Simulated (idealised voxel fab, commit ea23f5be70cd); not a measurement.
A process module follows: voxel released beams.
Cross-sectional view cut (width: 265 nm; square cell size: 5 nm).
Cross-section, as written here: a square-cell grid given band by band from the top down, where a band holds one or more rows of cells. In this notation a band is specified by the heights of its top and bottom, in that order and in nm, after which its materials appear from left to right, each paired with its width in nm. The word "throughout" attached to a single material means that material fills the band from edge to edge; the word "blank" stands for empty space. For the purposes of this specification, 0 denotes the height below which the wafer in its as-received condition is composed wholly of one material, and the lowermost band, lacking a lower limit, extends downward without end, as expressed in "0 and below". The expression "30 to 40" gives the width at the extremes of the band, the first number at its top row of cells and the second at its bottom row, with the width changing by equal amounts from each row to the next in between. "changes: none" (step): cross-section cells unchanged, all of them. Entry "Closed cavities". Content: empty spaces with no open connection to the top, size 8 cells or greater. Each: width x height at distance. Distance: from left edge. Unit: nm. Post-settings text on a step line: simulator's own remark regarding the step. "overlay nm" answers the question of how far to the right of plan the mask lay on a step that has a mask, and when it is negative the answer is to the left.

### List of planned process steps
1: RECEIVE, material Si
2: CONFORMAL_DEP, material SiN, thk nm 5
3: DIRECTIONAL_DEP, material SiO2, thk nm 20
4: DIRECTIONAL_DEP, material aC, thk nm 15
5: PATTERN, tone open, mask id ANCHOR, material resist, width nm 45, thk nm 35, overlay nm 0
6: DIRECTIONAL_ETCH, etch materials aC, depth nm 15
7: STRIP, etch materials resist
8: DIRECTIONAL_ETCH, etch materials SiO2, depth nm 20
9: STRIP, etch materials aC
10: CONFORMAL_DEP, material W, thk nm 15
11: DIRECTIONAL_DEP, material aC, thk nm 10
12: PATTERN, tone cover, mask id BEAM, material resist, width nm 95, thk nm 30, overlay nm 0
13: DIRECTIONAL_ETCH, etch materials aC, depth nm 10
14: STRIP, etch materials resist
15: DIRECTIONAL_ETCH, etch materials W, depth nm 15
16: STRIP, etch materials aC
17: STRIP, etch materials SiO2

### Shown in cross-section is the wafer as received, that is, as it stands after step 1
0 and below = Si throughout
Closed cavities: none

### What the wafer looks like in cross-section after this module, when it starts as shown above and follows the plan above but one mistake is made in running it
50 down to 35 = blank: 80, W: 95, blank: 90
35 down to 25 = W throughout
25 down to 5 = SiO2: 85, W: 45, SiO2: 135
5 down to 0 = SiN throughout
0 and below = Si throughout
Closed cavities: none
The mistake made against the process plan was this: step 10 went in with a setting other than planned; the actual run was CONFORMAL_DEP, material W, thk nm 25
